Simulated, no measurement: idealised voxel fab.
Documented hereafter: the process module known as voxel double patterning.
This is section cut - it's 220 nm across, gridded in 5 nm square cells.
Cross-section = grid of square cells, listed top down in bands; band = one or more rows. Quick guide to a band line: top height, bottom height (nm) up front; then every material left to right with its width in nm. Only one material and it's marked "all across"? Then it fills the band edge to edge. And "air" just means empty space. Note: height 0 marks the level under which the wafer is uniformly one material as received. Lowest band unbounded below, written "top 0, no bottom". Note: "30..40" means the width goes from the first number (top row of the band) to the second number (bottom row) in equal steps per row of cells. Basically "no change" means that step didn't change any cell in the cross-section. Basically, "Cavities, closed" tells you about the enclosed voids: empty spaces with no open way to the top, 8 cells or bigger, each written width x height at distance, where distance is from the left edge, all in nm. Post-settings text on a step line: simulator's own remark regarding the step. When a step includes a mask, the "overlay nm" setting on its line states how far to the right of its planned place that mask lay, and negative values state how far to the left.
Intended process steps
1) RECEIVE, material Si
2) CONFORMAL_DEP, material SiO2, thk nm 10
3) DIRECTIONAL_DEP, material TiN, thk nm 20
4) DIRECTIONAL_DEP, material SiN, thk nm 10
5) PATTERN, tone open, mask id FIRST, material resist, width nm 15, pitch nm 50, thk nm 15, overlay nm 0
6) DIRECTIONAL_ETCH, etch materials SiN, depth nm 10
7) STRIP, etch materials resist
8) DIRECTIONAL_DEP, material aC, thk nm 15
9) PATTERN, tone open, mask id SECOND, material resist, width nm 15, thk nm 35, overlay nm 0
10) DIRECTIONAL_ETCH, etch materials aC, depth nm 15
11) STRIP, etch materials resist
12) DIRECTIONAL_ETCH, etch materials SiN, depth nm 10
13) STRIP, etch materials aC
14) DIRECTIONAL_ETCH, etch materials TiN, depth nm 20
15) STRIP, etch materials SiN
Step 1 complete: cross-section of the wafer as received
* top 0, no bottom  Si all across
* Cavities, closed: none
End-of-module cross-section. Starting structure and process plan as above; one mistake made in running it
* top 30, bottom 10  TiN (85), then air (30), then TiN (20), then air (15), then TiN (70)
* top 10, bottom 0  SiO2 all across
* top 0, no bottom  Si all across
* Cavities, closed: none
Want to know what went wrong? step 5, actual vs plan mismatch, actual run PATTERN, tone open, mask id FIRST, material resist, width nm 15, pitch nm 50, thk nm 15, overlay nm 10
